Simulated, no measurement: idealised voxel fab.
process module | voxel local oxidation
cross-section cut | 165 nm wide | cells 5 nm
A cross-section is a grid of square cells, given in bands from the top down. A band is one or more rows of cells.
Each band's line starts with the height of the band's top and of its bottom, in nm. Then come its materials from left to right, each with its width in nm. One material with "throughout" fills the band from edge to edge. "air" is empty space.
Height 0 is the level under which the wafer as received is all one material. The lowest band goes on downwards, as in "0 down".
A width such as "30 to 40" changes by the same amount from each row of cells to the next, from the band's top row to its bottom row.
"no change" after a step means that no cell of the cross-section changed.
closed voids: empty space of 8 cells or more with no open way to the top, each as width x height at its distance from the left edge, in nm
after a step's settings: what the simulator itself notes on the step
overlay nm, on a step with a mask: how far to the right of its planned place the mask lay; to the left if negative
plan
1 op RECEIVE | material Si
2 op OXIDIZE | depth nm 5
3 op CONFORMAL_DEP | material SiN | thk nm 10
4 op PATTERN | tone cover | mask id ACTIVE | material resist | width nm 105 | thk nm 15 | overlay nm 0
5 op DIRECTIONAL_ETCH | etch materials SiN | depth nm 10
6 op STRIP | etch materials resist
7 op SELECTIVE_ETCH | etch materials SiO2 | depth nm 5
8 op OXIDIZE | depth nm 15
9 op STRIP | etch materials SiN
as received, after step 1
  0 down: Si throughout
  closed voids: none
first wafer at the end, as planned
  0 to -5: air 35 | SiO2 95 | air 35
  -5 to -20: SiO2 50 | Si 65 | SiO2 50
  -20 down: Si throughout
  closed voids: none
second wafer at the end: like start, like plan, one mistake
  10 to 0: air 30 | SiN 105 | air 30
  0 to -5: air 35 | SiO2 95 | air 35
  -5 to -20: SiO2 50 | Si 65 | SiO2 50
  -20 down: Si throughout
  closed voids: none
what went wrong: step 9 was left out
at the end the second wafer has, in cells: 42 more of SiN
